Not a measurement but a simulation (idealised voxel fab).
process module | voxel gate over fins
cross-section cut | 195 nm wide | cells 5 nm
A cross-section is a grid of square cells, given in bands from the top down. A band is one or more rows of cells.
Each band's line starts with the height of the band's top and of its bottom, in nm. Then come its materials from left to right, each with its width in nm. One material with "throughout" fills the band from edge to edge. "air" is empty space.
Height 0 is the level under which the wafer as received is all one material. The lowest band goes on downwards, as in "0 down".
A width such as "30 to 40" changes by the same amount from each row of cells to the next, from the band's top row to its bottom row.
"no change" after a step means that no cell of the cross-section changed.
closed voids: empty space of 8 cells or more with no open way to the top, each as width x height at its distance from the left edge, in nm
after a step's settings: what the simulator itself notes on the step
overlay nm, on a step with a mask: how far to the right of its planned place the mask lay; to the left if negative
plan
1 op RECEIVE | material Si
2 op CONFORMAL_DEP | material SiN | thk nm 5
3 op PATTERN | tone cover | mask id FINS | material resist | width nm 15 | pitch nm 60 | thk nm 15 | overlay nm 0
4 op DIRECTIONAL_ETCH | etch materials SiN | depth nm 5
5 op DIRECTIONAL_ETCH | etch materials Si | depth nm 40
6 op STRIP | etch materials resist
7 op FILL_DEP | material SiO2 | thk nm 15
8 op CMP | height nm 5
9 op PATTERN | tone open | mask id RAIL | material resist | width nm 15 | thk nm 15 | overlay nm 0
10 op DIRECTIONAL_ETCH | etch materials SiO2 | depth nm 40
11 op STRIP | etch materials resist
12 op CONFORMAL_DEP | material TiN | thk nm 5
13 op FILL_DEP | material W | thk nm 5
14 op CMP | height nm 5
15 op SELECTIVE_ETCH | etch materials W Ru TiN | depth nm 25
16 op FILL_DEP | material SiO2 | thk nm 5
17 op CMP | height nm 5
18 op SELECTIVE_ETCH | etch materials SiO2 | depth nm 20
19 op STRIP | etch materials SiN
20 op CONFORMAL_DEP | material HfO2 | thk nm 5
21 op CONFORMAL_DEP | material TiN | thk nm 5
22 op CONFORMAL_DEP | material TiAl | thk nm 5
23 op CONFORMAL_DEP | material TiN | thk nm 5
24 op FILL_DEP | material W | thk nm 10
25 op CMP | height nm 25
26 op CONFORMAL_DEP | material SiCN | thk nm 5
as received, after step 1
  0 down: Si throughout
  closed voids: none
first wafer at the end, as planned
  30 to 25: SiCN throughout
  25 to 20: W throughout
  20 to 15: W 10 | TiN 55 | W 5 | TiN 55 | W 5 | TiN 55 | W 10
  15 to 10: W 10 | TiN 5 | TiAl 45 | TiN 5 | W 5 | TiN 5 | TiAl 45 | TiN 5 | W 5 | TiN 5 | TiAl 45 | TiN 5 | W 10
  10 to 5: W 10 | TiN 5 | TiAl 5 | TiN 35 | TiAl 5 | TiN 5 | W 5 | TiN 5 | TiAl 5 | TiN 35 | TiAl 5 | TiN 5 | W 5 | TiN 5 | TiAl 5 | TiN 35 | TiAl 5 | TiN 5 | W 10
  5 to 0: TiN 15 | TiAl 5 | TiN 5 | HfO2 25 | TiN 5 | TiAl 5 | TiN 15 | TiAl 5 | TiN 5 | HfO2 25 | TiN 5 | TiAl 5 | TiN 15 | TiAl 5 | TiN 5 | HfO2 25 | TiN 5 | TiAl 5 | TiN 15
  0 to -5: TiAl 20 | TiN 5 | HfO2 5 | Si 15 | HfO2 5 | TiN 5 | TiAl 25 | TiN 5 | HfO2 5 | Si 15 | HfO2 5 | TiN 5 | TiAl 25 | TiN 5 | HfO2 5 | Si 15 | HfO2 5 | TiN 5 | TiAl 20
  -5 to -10: TiN 25 | HfO2 5 | Si 15 | HfO2 5 | TiN 35 | HfO2 5 | Si 15 | HfO2 5 | TiN 35 | HfO2 5 | Si 15 | HfO2 5 | TiN 25
  -10 to -15: HfO2 30 | Si 15 | HfO2 45 | Si 15 | HfO2 45 | Si 15 | HfO2 30
  -15 to -20: SiO2 30 | Si 15 | SiO2 45 | Si 15 | SiO2 45 | Si 15 | SiO2 30
  -20 to -30: SiO2 30 | Si 15 | SiO2 15 | TiN 5 | W 5 | TiN 5 | SiO2 15 | Si 15 | SiO2 45 | Si 15 | SiO2 30
  -30 to -35: SiO2 30 | Si 15 | SiO2 15 | TiN 15 | SiO2 15 | Si 15 | SiO2 45 | Si 15 | SiO2 30
  -35 to -40: SiO2 30 | Si 15 | SiO2 45 | Si 15 | SiO2 45 | Si 15 | SiO2 30
  -40 down: Si throughout
  closed voids: none
second wafer at the end: like start, like plan, one mistake
  30 to 25: SiCN throughout
  25 to 20: W throughout
  20 to 15: W 10 | TiN 55 | W 5 | TiN 55 | W 5 | TiN 55 | W 10
  15 to 10: W 10 | TiN 5 | TiAl 45 | TiN 5 | W 5 | TiN 5 | TiAl 45 | TiN 5 | W 5 | TiN 5 | TiAl 45 | TiN 5 | W 10
  10 to 5: W 10 | TiN 5 | TiAl 5 | TiN 35 | TiAl 5 | TiN 5 | W 5 | TiN 5 | TiAl 5 | TiN 35 | TiAl 5 | TiN 5 | W 5 | TiN 5 | TiAl 5 | TiN 35 | TiAl 5 | TiN 5 | W 10
  5 to 0: TiN 15 | TiAl 5 | TiN 5 | HfO2 25 | TiN 5 | TiAl 5 | TiN 15 | TiAl 5 | TiN 5 | HfO2 25 | TiN 5 | TiAl 5 | TiN 15 | TiAl 5 | TiN 5 | HfO2 25 | TiN 5 | TiAl 5 | TiN 15
  0 to -5: TiAl 20 | TiN 5 | HfO2 5 | Si 15 | HfO2 5 | TiN 5 | TiAl 25 | TiN 5 | HfO2 5 | Si 15 | HfO2 5 | TiN 5 | TiAl 25 | TiN 5 | HfO2 5 | Si 15 | HfO2 5 | TiN 5 | TiAl 20
  -5 to -10: TiN 25 | HfO2 5 | Si 15 | HfO2 5 | TiN 35 | HfO2 5 | Si 15 | HfO2 5 | TiN 35 | HfO2 5 | Si 15 | HfO2 5 | TiN 25
  -10 to -15: HfO2 30 | Si 15 | HfO2 45 | Si 15 | HfO2 45 | Si 15 | HfO2 30
  -15 to -20: SiO2 30 | Si 15 | SiO2 45 | Si 15 | SiO2 45 | Si 15 | SiO2 30
  -20 to -30: SiO2 30 | Si 15 | SiO2 10 | TiN 5 | W 15 | TiN 5 | SiO2 10 | Si 15 | SiO2 45 | Si 15 | SiO2 30
  -30 to -35: SiO2 30 | Si 15 | SiO2 10 | TiN 25 | SiO2 10 | Si 15 | SiO2 45 | Si 15 | SiO2 30
  -35 to -40: SiO2 30 | Si 15 | SiO2 45 | Si 15 | SiO2 45 | Si 15 | SiO2 30
  -40 down: Si throughout
  closed voids: none
what went wrong: step 9 ran as: op PATTERN | tone open | mask id RAIL | material resist | width nm 25 | thk nm 15 | overlay nm 0
at the end the second wafer has, in cells: 6 fewer of SiO2 | 2 more of TiN | 4 more of W
